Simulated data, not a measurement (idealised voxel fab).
process module | voxel ribs on slabs
cross-section cut | 145 nm wide | cells 5 nm
A cross-section is a grid of square cells, given in bands from the top down. A band is one or more rows of cells.
Each band's line starts with the height of the band's top and of its bottom, in nm. Then come its materials from left to right, each with its width in nm. One material with "throughout" fills the band from edge to edge. "air" is empty space.
Height 0 is the level under which the wafer as received is all one material. The lowest band goes on downwards, as in "0 down".
A width such as "30 to 40" changes by the same amount from each row of cells to the next, from the band's top row to its bottom row.
"no change" after a step means that no cell of the cross-section changed.
closed voids: empty space of 8 cells or more with no open way to the top, each as width x height at its distance from the left edge, in nm
after a step's settings: what the simulator itself notes on the step
overlay nm, on a step with a mask: how far to the right of its planned place the mask lay; to the left if negative
plan
1 op RECEIVE | material Si
2 op DIRECTIONAL_DEP | material SiO2 | thk nm 25
3 op DIRECTIONAL_DEP | material polySi | thk nm 20
4 op DIRECTIONAL_DEP | material aC | thk nm 15
5 op PATTERN | tone cover | mask id RIB | material resist | width nm 30 | thk nm 30 | overlay nm 0
6 op DIRECTIONAL_ETCH | etch materials aC | depth nm 15
7 op STRIP | etch materials resist
8 op DIRECTIONAL_ETCH | etch materials polySi | depth nm 10
9 op STRIP | etch materials aC
10 op DIRECTIONAL_DEP | material aC | thk nm 10
11 op PATTERN | tone cover | mask id SLAB | material resist | width nm 80 | thk nm 25 | overlay nm 0
12 op DIRECTIONAL_ETCH | etch materials aC | depth nm 10
13 op STRIP | etch materials resist
14 op DIRECTIONAL_ETCH | etch materials polySi | depth nm 10
15 op STRIP | etch materials aC
16 op FILL_DEP | material SiO2 | thk nm 20
17 op CMP | height nm 55
18 op DIRECTIONAL_DEP | material W | thk nm 5
19 op DIRECTIONAL_DEP | material aC | thk nm 15
20 op PATTERN | tone cover | mask id HEATER | material resist | width nm 40 | thk nm 30 | overlay nm 0
21 op DIRECTIONAL_ETCH | etch materials aC | depth nm 15
22 op STRIP | etch materials resist
23 op DIRECTIONAL_ETCH | etch materials W | depth nm 5
24 op STRIP | etch materials aC
25 op CONFORMAL_DEP | material SiO2 | thk nm 10
first wafer, as planned
as received, after step 1
  0 down: Si throughout
  closed voids: none
after step 2
  25 to 0: SiO2 throughout
  below 0: unchanged
after step 3
  45 to 25: polySi throughout
  below 25: unchanged
after step 4
  60 to 45: aC throughout
  below 45: unchanged
after step 5
  90 to 60: air 55 | resist 30 | air 60
  below 60: unchanged
after step 6
  75 to 60: air 55 | resist 30 | air 60
  60 to 45: air 55 | aC 30 | air 60
  below 45: unchanged
after step 7
  60 to 45: air 55 | aC 30 | air 60
  below 45: unchanged
after step 8
  60 to 45: air 55 | aC 30 | air 60
  45 to 35: air 55 | polySi 30 | air 60
  below 35: unchanged
after step 9
  45 to 35: air 55 | polySi 30 | air 60
  below 35: unchanged
after step 10
  55 to 45: air 55 | aC 30 | air 60
  45 to 35: aC 55 | polySi 30 | aC 60
  below 35: unchanged
after step 11
  80 to 55: air 30 | resist 80 | air 35
  55 to 45: air 30 | resist 25 | aC 30 | resist 25 | air 35
  below 45: unchanged
after step 12
  70 to 55: air 30 | resist 80 | air 35
  55 to 45: air 30 | resist 25 | aC 30 | resist 25 | air 35
  45 to 35: air 30 | aC 25 | polySi 30 | aC 25 | air 35
  below 35: unchanged
after step 13
  55 to 45: air 55 | aC 30 | air 60
  below 45: unchanged
after step 14
  55 to 45: air 55 | aC 30 | air 60
  45 to 35: air 30 | aC 25 | polySi 30 | aC 25 | air 35
  35 to 25: air 30 | polySi 80 | air 35
  below 25: unchanged
after step 15
  45 to 35: air 55 | polySi 30 | air 60
  below 35: unchanged
after step 16
  65 to 45: SiO2 throughout
  45 to 35: SiO2 55 | polySi 30 | SiO2 60
  35 to 25: SiO2 30 | polySi 80 | SiO2 35
  below 25: unchanged
after step 17
  55 to 45: SiO2 throughout
  below 45: unchanged
after step 18
  60 to 55: W throughout
  below 55: unchanged
after step 19
  75 to 60: aC throughout
  below 60: unchanged
after step 20
  105 to 75: air 50 | resist 40 | air 55
  below 75: unchanged
after step 21
  90 to 75: air 50 | resist 40 | air 55
  75 to 60: air 50 | aC 40 | air 55
  below 60: unchanged
after step 22
  75 to 60: air 50 | aC 40 | air 55
  below 60: unchanged
after step 23
  75 to 60: air 50 | aC 40 | air 55
  60 to 55: air 50 | W 40 | air 55
  below 55: unchanged
after step 24
  60 to 55: air 50 | W 40 | air 55
  below 55: unchanged
after step 25
  70 to 65: air 40 | SiO2 60 | air 45
  65 to 60: SiO2 throughout
  60 to 55: SiO2 50 | W 40 | SiO2 55
  below 55: unchanged
second wafer: like start, like plan, one mistake. Through step 4 it matches the first wafer
when step 5 should have ended
  90 to 60: air 45 | resist 30 | air 70
  below 60: unchanged
when step 6 should have ended
  75 to 60: air 45 | resist 30 | air 70
  60 to 45: air 45 | aC 30 | air 70
  below 45: unchanged
when step 7 should have ended
  60 to 45: air 45 | aC 30 | air 70
  below 45: unchanged
when step 8 should have ended
  60 to 45: air 45 | aC 30 | air 70
  45 to 35: air 45 | polySi 30 | air 70
  below 35: unchanged
when step 9 should have ended
  45 to 35: air 45 | polySi 30 | air 70
  below 35: unchanged
when step 10 should have ended
  55 to 45: air 45 | aC 30 | air 70
  45 to 35: aC 45 | polySi 30 | aC 70
  below 35: unchanged
when step 11 should have ended
  80 to 55: air 30 | resist 80 | air 35
  55 to 45: air 30 | resist 15 | aC 30 | resist 35 | air 35
  below 45: unchanged
when step 12 should have ended
  70 to 55: air 30 | resist 80 | air 35
  55 to 45: air 30 | resist 15 | aC 30 | resist 35 | air 35
  45 to 35: air 30 | aC 15 | polySi 30 | aC 35 | air 35
  below 35: unchanged
when step 13 should have ended
  55 to 45: air 45 | aC 30 | air 70
  below 45: unchanged
when step 14 should have ended
  55 to 45: air 45 | aC 30 | air 70
  45 to 35: air 30 | aC 15 | polySi 30 | aC 35 | air 35
  35 to 25: air 30 | polySi 80 | air 35
  below 25: unchanged
when step 15 should have ended
  45 to 35: air 45 | polySi 30 | air 70
  below 35: unchanged
when step 16 should have ended
  65 to 45: SiO2 throughout
  45 to 35: SiO2 45 | polySi 30 | SiO2 70
  35 to 25: SiO2 30 | polySi 80 | SiO2 35
  below 25: unchanged
when step 17 should have ended
  55 to 45: SiO2 throughout
  below 45: unchanged
when step 18 should have ended
  60 to 55: W throughout
  below 55: unchanged
when step 19 should have ended
  75 to 60: aC throughout
  below 60: unchanged
when step 20 should have ended
  105 to 75: air 50 | resist 40 | air 55
  below 75: unchanged
when step 21 should have ended
  90 to 75: air 50 | resist 40 | air 55
  75 to 60: air 50 | aC 40 | air 55
  below 60: unchanged
when step 22 should have ended
  75 to 60: air 50 | aC 40 | air 55
  below 60: unchanged
when step 23 should have ended
  75 to 60: air 50 | aC 40 | air 55
  60 to 55: air 50 | W 40 | air 55
  below 55: unchanged
when step 24 should have ended
  60 to 55: air 50 | W 40 | air 55
  below 55: unchanged
when step 25 should have ended
  70 to 65: air 40 | SiO2 60 | air 45
  65 to 60: SiO2 throughout
  60 to 55: SiO2 50 | W 40 | SiO2 55
  below 55: unchanged
what went wrong: step 5 ran as: op PATTERN | tone cover | mask id RIB | material resist | width nm 30 | thk nm 30 | overlay nm -10
at the end the second wafer has, in cells: as many of each material as the first, in other places
